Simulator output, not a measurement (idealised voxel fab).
This section sets out a process module, namely voxel tone inversion.
Displayed cross-section: cut, width of 175 nm, square cells sized 5 nm.
Cross-sections here: square-cell grids, written as top-down lists of bands, a band being one or more rows of cells. In this notation a band is specified by the heights of its top and bottom, in that order and in nm, after which its materials appear from left to right, each paired with its width in nm. The word "full width" attached to a single material means that material fills the band from edge to edge; the word "air" stands for empty space. The level at which height equals 0 is the one under which the wafer, as it arrives, is entirely one material. No lower edge exists for the bottom band, which continues downward and is notated as in "0 -> down". It should be noted that a width expressed as "30->40" varies in equal increments from row to row of cells within the band, taking the value of the first number at the top row and that of the second number at the bottom row. Any step labelled "nothing changed" changed none of the cells in the cross-section. Each empty space that has no open way to the top and spans at least 8 cells appears under "Enclosed void listing" as width x height at distance, the distance counted from the left edge, all in nm. That trailing text on a step's line, after the settings, is the simulator's own remark on the step. overlay nm: how far to the right of its planned place the mask lay on this masked step (negative: to the left).

Steps planned for the process:
1 RECEIVE with material Si
2 CONFORMAL_DEP with material SiCN, thk nm 5
3 DIRECTIONAL_DEP with material aC, thk nm 25
4 PATTERN with tone cover, mask id POSTS, material resist, width nm 25, pitch nm 55, thk nm 35, overlay nm 0
5 DIRECTIONAL_ETCH with etch materials aC, depth nm 25
6 STRIP with etch materials resist
7 FILL_DEP with material SiO2, thk nm 5
8 CMP with height nm 30
9 STRIP with etch materials aC

First of the two wafers, run per plan:

Cross-section: wafer on arrival = after step 1:
    0 -> down  Si full width
    Enclosed void listing: none

After step 2, in cross-section:
    5 -> 0  SiCN full width
    Below 0, no change.

After step 3, in cross-section:
    30 -> 5  aC full width
    Below 5, no change.

After step 4, in cross-section:
    65 -> 30  air=20; resist=25; air=30; resist=25; air=30; resist=25; air=20
    Below 30, no change.

After step 5, in cross-section:
    40 -> 30  air=20; resist=25; air=30; resist=25; air=30; resist=25; air=20
    30 -> 5  air=20; aC=25; air=30; aC=25; air=30; aC=25; air=20
    Below 5, no change.

After step 6, in cross-section:
    30 -> 5  air=20; aC=25; air=30; aC=25; air=30; aC=25; air=20
    Below 5, no change.

After step 7, in cross-section:
    35 -> 30  SiO2 full width
    30 -> 5  SiO2=20; aC=25; SiO2=30; aC=25; SiO2=30; aC=25; SiO2=20
    Below 5, no change.

After step 8, in cross-section:
    30 -> 5  SiO2=20; aC=25; SiO2=30; aC=25; SiO2=30; aC=25; SiO2=20
    Below 5, no change.

After step 9, in cross-section:
    30 -> 5  SiO2=20; air=25; SiO2=30; air=25; SiO2=30; air=25; SiO2=20
    Below 5, no change.

The second wafer began exactly as the first did and followed the same plan, but one mistake was made while running it; through step 7 inclusive, the two wafers are identical:

Second wafer, cross-section, planned end of step 8:
    20 -> 5  SiO2=20; aC=25; SiO2=30; aC=25; SiO2=30; aC=25; SiO2=20
    Below 5, no change.

Second wafer, cross-section, planned end of step 9:
    20 -> 5  SiO2=20; air=25; SiO2=30; air=25; SiO2=30; air=25; SiO2=20
    Below 5, no change.
Error vs. plan: not per plan at step 8, really ran CMP with height nm 20
The closing comparison, in cells, has the second wafer with more or fewer of some materials than the first: SiO2 -40
